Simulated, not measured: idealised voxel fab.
process module | voxel self aligned contacts
Cross-section cut: width 195 nm, square cells of 5 nm.
A cross-section is a grid of square cells, given in bands from the top down. A band is one or more rows of cells.
The entry gives the band's vertical extent as a top height and a bottom height in nm, then its horizontal make-up as materials from left to right, each with a width in nm. "air" stands for empty space; a single material marked "everywhere" fills the band edge to edge.
A quick word on heights: they are counted from 0, and under that level the wafer as it came to us is one material throughout. The lowest band is different from the rest in having no bottom; it simply continues downward, written as in "0 -> down".
Quick explanation for "30 to 40": the width changes in equal steps down the rows of cells, from the first number in the band's top row to the second number in its bottom row.
The cross-section has no changed cell in any step marked "no alteration".
What "Sealed internal voids" gives you is every empty space of 8 cells or more that is cut off from the top. Each appears as width x height at distance, with the distance taken from the left edge and width, height and distance all in nm.
Read whatever lies past the settings on a step's line as the simulator's own remark about the step.
The line of a step may include "overlay nm". On a step with a mask, this value is how far to the right of its planned place the mask lay. A negative value means the mask lay to the left.
Steps in the process plan:
step 1: RECEIVE [material Si]
step 2: OXIDIZE [depth nm 5]
step 3: DIRECTIONAL_DEP [material polySi] [thk nm 30]
step 4: DIRECTIONAL_DEP [material SiN] [thk nm 25]
step 5: PATTERN [tone cover] [mask id GATE] [material resist] [width nm 30] [pitch nm 75] [thk nm 15] [overlay nm 0]
step 6: DIRECTIONAL_ETCH [etch materials SiN] [depth nm 25]
step 7: DIRECTIONAL_ETCH [etch materials polySi] [depth nm 30]
step 8: STRIP [etch materials resist]
step 9: CONFORMAL_DEP [material SiN] [thk nm 10]
step 10: DIRECTIONAL_ETCH [etch materials SiN] [depth nm 10]
step 11: FILL_DEP [material SiO2] [thk nm 20]
step 12: CMP [height nm 65]
step 13: MASKED_ETCH [tone open] [mask id CONTACT] [width nm 55] [etch materials SiO2] [depth nm 70] [overlay nm 0]
step 14: CONFORMAL_DEP [material TiN] [thk nm 5]
step 15: FILL_DEP [material W] [thk nm 5]
step 16: CMP [height nm 65]
step 17: CONFORMAL_DEP [material SiCN] [thk nm 5]
The first of two wafers, run as planned:
Cross-section, incoming material, after step 1:
- 0 -> down | Si everywhere
- Sealed internal voids: none
Once step 2 is through, the wafer looks like this in cross-section:
- 0 -> -5 | SiO2 everywhere
- below -5: unchanged
Once step 3 is through, the wafer looks like this in cross-section:
- 30 -> 0 | polySi everywhere
- below 0: unchanged
Once step 4 is through, the wafer looks like this in cross-section:
- 55 -> 30 | SiN everywhere
- below 30: unchanged
Once step 5 is through, the wafer looks like this in cross-section:
- 70 -> 55 | air=45, resist=30, air=45, resist=30, air=45
- below 55: unchanged
Once step 6 is through, the wafer looks like this in cross-section:
- 70 -> 55 | air=45, resist=30, air=45, resist=30, air=45
- 55 -> 30 | air=45, SiN=30, air=45, SiN=30, air=45
- below 30: unchanged
Once step 7 is through, the wafer looks like this in cross-section:
- 70 -> 55 | air=45, resist=30, air=45, resist=30, air=45
- 55 -> 30 | air=45, SiN=30, air=45, SiN=30, air=45
- 30 -> 0 | air=45, polySi=30, air=45, polySi=30, air=45
- below 0: unchanged
Once step 8 is through, the wafer looks like this in cross-section:
- 55 -> 30 | air=45, SiN=30, air=45, SiN=30, air=45
- below 30: unchanged
Once step 9 is through, the wafer looks like this in cross-section:
- 65 -> 30 | air=35, SiN=50, air=25, SiN=50, air=35
- 30 -> 10 | air=35, SiN=10, polySi=30, SiN=10, air=25, SiN=10, polySi=30, SiN=10, air=35
- 10 -> 0 | SiN=45, polySi=30, SiN=45, polySi=30, SiN=45
- below 0: unchanged
Once step 10 is through, the wafer looks like this in cross-section:
- 55 -> 30 | air=35, SiN=50, air=25, SiN=50, air=35
- 30 -> 0 | air=35, SiN=10, polySi=30, SiN=10, air=25, SiN=10, polySi=30, SiN=10, air=35
- below 0: unchanged
Once step 11 is through, the wafer looks like this in cross-section:
- 75 -> 55 | SiO2 everywhere
- 55 -> 30 | SiO2=35, SiN=50, SiO2=25, SiN=50, SiO2=35
- 30 -> 0 | SiO2=35, SiN=10, polySi=30, SiN=10, SiO2=25, SiN=10, polySi=30, SiN=10, SiO2=35
- below 0: unchanged
Once step 12 is through, the wafer looks like this in cross-section:
- 65 -> 55 | SiO2 everywhere
- below 55: unchanged
Once step 13 is through, the wafer looks like this in cross-section:
- 65 -> 55 | SiO2=70, air=55, SiO2=70
- 55 -> 30 | SiO2=35, SiN=50, air=25, SiN=50, SiO2=35
- 30 -> 0 | SiO2=35, SiN=10, polySi=30, SiN=10, air=25, SiN=10, polySi=30, SiN=10, SiO2=35
- 0 -> -5 | SiO2=85, air=25, SiO2=85
- below -5: unchanged
Once step 14 is through, the wafer looks like this in cross-section:
- 70 -> 65 | TiN=75, air=45, TiN=75
- 65 -> 55 | SiO2=70, TiN=5 to 20, air=45 to 15, TiN=5 to 20, SiO2=70
- 55 -> 30 | SiO2=35, SiN=50, TiN=5, air=15, TiN=5, SiN=50, SiO2=35
- 30 -> 0 | SiO2=35, SiN=10, polySi=30, SiN=10, TiN=5, air=15, TiN=5, SiN=10, polySi=30, SiN=10, SiO2=35
- 0 -> -5 | SiO2=85, TiN=25, SiO2=85
- below -5: unchanged
Once step 15 is through, the wafer looks like this in cross-section:
- 75 -> 70 | W everywhere
- 70 -> 65 | TiN=75, W=45, TiN=75
- 65 -> 55 | SiO2=70, TiN=5 to 20, W=45 to 15, TiN=5 to 20, SiO2=70
- 55 -> 30 | SiO2=35, SiN=50, TiN=5, W=15, TiN=5, SiN=50, SiO2=35
- 30 -> 0 | SiO2=35, SiN=10, polySi=30, SiN=10, TiN=5, W=15, TiN=5, SiN=10, polySi=30, SiN=10, SiO2=35
- below 0: unchanged
Once step 16 is through, the wafer looks like this in cross-section:
- 65 -> 55 | SiO2=70, TiN=5 to 20, W=45 to 15, TiN=5 to 20, SiO2=70
- below 55: unchanged
Once step 17 is through, the wafer looks like this in cross-section:
- 70 -> 65 | SiCN everywhere
- below 65: unchanged
Second wafer, same starting conditions and recipe as the first, one mistake in executing it, nothing differs from the first up to and including step 12:
The second wafer in cross-section, at the planned close of step 13:
- 65 -> 55 | SiO2=80, air=55, SiO2=60
- 55 -> 30 | SiO2=35, SiN=50, air=25, SiN=50, SiO2=35
- 30 -> 0 | SiO2=35, SiN=10, polySi=30, SiN=10, air=25, SiN=10, polySi=30, SiN=10, SiO2=35
- 0 -> -5 | SiO2=85, air=25, SiO2=85
- below -5: unchanged
The second wafer in cross-section, at the planned close of step 14:
- 70 -> 65 | TiN=85, air=45, TiN=65
- 65 -> 55 | SiO2=80, TiN=5 to 10, air=45 to 15, TiN=5 to 30, SiO2=60
- 55 -> 30 | SiO2=35, SiN=50, TiN=5, air=15, TiN=5, SiN=50, SiO2=35
- 30 -> 0 | SiO2=35, SiN=10, polySi=30, SiN=10, TiN=5, air=15, TiN=5, SiN=10, polySi=30, SiN=10, SiO2=35
- 0 -> -5 | SiO2=85, TiN=25, SiO2=85
- below -5: unchanged
The second wafer in cross-section, at the planned close of step 15:
- 75 -> 70 | W everywhere
- 70 -> 65 | TiN=85, W=45, TiN=65
- 65 -> 55 | SiO2=80, TiN=5 to 10, W=45 to 15, TiN=5 to 30, SiO2=60
- 55 -> 30 | SiO2=35, SiN=50, TiN=5, W=15, TiN=5, SiN=50, SiO2=35
- 30 -> 0 | SiO2=35, SiN=10, polySi=30, SiN=10, TiN=5, W=15, TiN=5, SiN=10, polySi=30, SiN=10, SiO2=35
- below 0: unchanged
The second wafer in cross-section, at the planned close of step 16:
- 65 -> 55 | SiO2=80, TiN=5 to 10, W=45 to 15, TiN=5 to 30, SiO2=60
- below 55: unchanged
The second wafer in cross-section, at the planned close of step 17:
- 70 -> 65 | SiCN everywhere
- below 65: unchanged
What went wrong in running the wafer? step 13 was not run as planned; what actually ran was MASKED_ETCH [tone open] [mask id CONTACT] [width nm 55] [etch materials SiO2] [depth nm 70] [overlay nm 10]
End check, second vs first wafer: material counts in cells match, positions do not.
